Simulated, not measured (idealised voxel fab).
A process module follows: voxel fin reveal.
Displayed cross-section: cut, width of 205 nm, square cells sized 5 nm.
Notation: cross-section as square-cell grid; stated in bands, top first, going down; one or more cell rows per band.
Read a band's entry like this: the first values are the height of its top and the height of its bottom in nm, and what follows is the sequence of materials from left to right, each with its width in nm. Note that "empty" is empty space, and that a single material marked "edge to edge" reaches across the band from edge to edge.
Zero point of the height axis is 0; under it, received wafer = one material. Lowest band: continues down indefinitely, "from 0 down".
The expression "30->40" gives the width at the extremes of the band, the first number at its top row of cells and the second at its bottom row, with the width changing by equal amounts from each row to the next in between.
The cross-section has no changed cell in any step marked "no change occurred".
Look at "Unvented voids" for the closed voids: empty spaces with no open path to the top, sized 8 cells or up. Each is width x height at distance, distance from the left edge, all nm.
Past the settings on a step's line: simulator remark, on that step.
Steps that use a mask can have "overlay nm" on their line. It says how far the mask sat to the right of where it was meant to be. Negative means to the left.
Process steps (planned):
1 RECEIVE, material Si
2 CONFORMAL_DEP, material SiN, thk nm 10
3 DIRECTIONAL_DEP, material aC, thk nm 10
4 PATTERN, tone cover, mask id FINS, material resist, width nm 15, pitch nm 35, thk nm 30, overlay nm 0
5 DIRECTIONAL_ETCH, etch materials aC, depth nm 10
6 STRIP, etch materials resist
7 DIRECTIONAL_ETCH, etch materials SiN, depth nm 10
8 DIRECTIONAL_ETCH, etch materials Si, depth nm 35
9 STRIP, etch materials aC
10 FILL_DEP, material SiO2, thk nm 5
11 CMP, height nm 10
12 SELECTIVE_ETCH, etch materials SiO2, depth nm 20
13 STRIP, etch materials SiN
14 CONFORMAL_DEP, material HfO2, thk nm 5
Step 1 complete: cross-section of the wafer as received:
* from 0 down  Si edge to edge
* Unvented voids: none
Starting wafer: above. Plan: above. Run: one mistake. Cross-section after the module: below:
* from 5 to 0  55 nm empty, then 25 nm HfO2, then 10 nm empty, then 25 nm HfO2, then 10 nm empty, then 25 nm HfO2, then 55 nm empty
* from 0 to -5  55 nm empty, then 5 nm HfO2, then 15 nm Si, then 5 nm HfO2, then 10 nm empty, then 5 nm HfO2, then 15 nm Si, then 5 nm HfO2, then 10 nm empty, then 5 nm HfO2, then 15 nm Si, then 5 nm HfO2, then 55 nm empty
* from -5 to -10  60 nm HfO2, then 15 nm Si, then 20 nm HfO2, then 15 nm Si, then 20 nm HfO2, then 15 nm Si, then 60 nm HfO2
* from -10 to -70  60 nm SiO2, then 15 nm Si, then 20 nm SiO2, then 15 nm Si, then 20 nm SiO2, then 15 nm Si, then 60 nm SiO2
* from -70 down  Si edge to edge
* Unvented voids: none
In executing the process, a mistake was made relative to the plan: plan step 8 was twice executed
